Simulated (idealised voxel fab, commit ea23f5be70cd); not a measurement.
Process module, titled voxel plated lines
Cross-section cut: width 290 nm, square cells of 5 nm.
Throughout this document, each cross-section is represented as a grid of square cells and is presented as a sequence of bands enumerated from the top downward, where a band comprises one or more rows of cells.
Within each band entry, the heights of the top and of the bottom of the band appear first, in that order and in nm; the materials of the band then follow from left to right, each with its corresponding width in nm. The designation "throughout" on a single material indicates that it fills the band from edge to edge; the designation "empty" indicates empty space.
Height 0 is the level under which the wafer as received is all one material. The lowest band goes on downwards, as in "from 0 down".
A width given as "30 to 40" starts at the first number in the band's top row and ends at the second number in its bottom row, shifting by an equal amount at every step from row to row.
What does "no change occurred" mean for a step? It means no cell of the cross-section changed in that step.
"Cavities, closed" means: voids of 8 cells or more that are shut off from the top with no open way through. Written width x height at distance, distance from the left edge, in nm.
Whatever follows a step's settings on its line is a remark the simulator itself makes about that step.
overlay nm: step with mask; distance mask lay right of planned place; negative value = left of planned place.
### Planned process steps
1 RECEIVE: material Si
2 CONFORMAL_DEP: material Al2O3, thk nm 10
3 DIRECTIONAL_DEP: material TiN, thk nm 5
4 PATTERN: tone open, mask id LINES, material resist, width nm 30, pitch nm 60, thk nm 40, overlay nm 0
5 EPI: material Ru, thk nm 5
6 EPI: material Ru, thk nm 5
7 EPI: material Ru, thk nm 5
8 STRIP: etch materials resist
9 DIRECTIONAL_ETCH: etch materials TiN, depth nm 5
10 CONFORMAL_DEP: material SiO2, thk nm 5
### Account of the first of two wafers, which was processed as intended
### Wafer at receipt (post step 1), cross-section
  from 0 down = Si throughout
  Cavities, closed: none
### Wafer xsec, post step 2
  from 10 to 0 = Al2O3 throughout
  Lower than 0, everything is as it was.
### Wafer xsec, post step 3
  from 15 to 10 = TiN throughout
  Lower than 10, everything is as it was.
### Wafer xsec, post step 4
  from 55 to 15 = 100 nm resist | 30 nm empty | 30 nm resist | 30 nm empty | 100 nm resist
  Lower than 15, everything is as it was.
### Wafer xsec, post step 5
  from 55 to 20 = 100 nm resist | 30 nm empty | 30 nm resist | 30 nm empty | 100 nm resist
  from 20 to 15 = 100 nm resist | 30 nm Ru | 30 nm resist | 30 nm Ru | 100 nm resist
  Lower than 15, everything is as it was.
### Wafer xsec, post step 6
  from 55 to 25 = 100 nm resist | 30 nm empty | 30 nm resist | 30 nm empty | 100 nm resist
  from 25 to 15 = 100 nm resist | 30 nm Ru | 30 nm resist | 30 nm Ru | 100 nm resist
  Lower than 15, everything is as it was.
### Wafer xsec, post step 7
  from 55 to 30 = 100 nm resist | 30 nm empty | 30 nm resist | 30 nm empty | 100 nm resist
  from 30 to 15 = 100 nm resist | 30 nm Ru | 30 nm resist | 30 nm Ru | 100 nm resist
  Lower than 15, everything is as it was.
### Wafer xsec, post step 8
  from 30 to 15 = 100 nm empty | 30 nm Ru | 30 nm empty | 30 nm Ru | 100 nm empty
  Lower than 15, everything is as it was.
### Wafer xsec, post step 9
  from 30 to 15 = 100 nm empty | 30 nm Ru | 30 nm empty | 30 nm Ru | 100 nm empty
  from 15 to 10 = 100 nm empty | 30 nm TiN | 30 nm empty | 30 nm TiN | 100 nm empty
  Lower than 10, everything is as it was.
### Wafer xsec, post step 10
  from 35 to 30 = 95 nm empty | 40 nm SiO2 | 20 nm empty | 40 nm SiO2 | 95 nm empty
  from 30 to 15 = 95 nm empty | 5 nm SiO2 | 30 nm Ru | 5 nm SiO2 | 20 nm empty | 5 nm SiO2 | 30 nm Ru | 5 nm SiO2 | 95 nm empty
  from 15 to 10 = 100 nm SiO2 | 30 nm TiN | 30 nm SiO2 | 30 nm TiN | 100 nm SiO2
  Lower than 10, everything is as it was.
### Second wafer - shared start and plan with the first - one error in running - same as the first up to step 9 inclusive
### The second wafer cut through, at the time step 10 was supposed to be finished
  from 45 to 30 = 85 nm empty | 120 nm SiO2 | 85 nm empty
  from 30 to 25 = 85 nm empty | 15 nm SiO2 | 30 nm Ru | 30 nm SiO2 | 30 nm Ru | 15 nm SiO2 | 85 nm empty
  from 25 to 15 = 100 nm SiO2 | 30 nm Ru | 30 nm SiO2 | 30 nm Ru | 100 nm SiO2
  from 15 to 10 = 100 nm SiO2 | 30 nm TiN | 30 nm SiO2 | 30 nm TiN | 100 nm SiO2
  Lower than 10, everything is as it was.
Run error: step 10 ran differently from the plan; actual operation with settings: CONFORMAL_DEP: material SiO2, thk nm 15
Wrapping up, a cell-based count of both wafers puts the second over or under the first for these materials: SiO2 +148
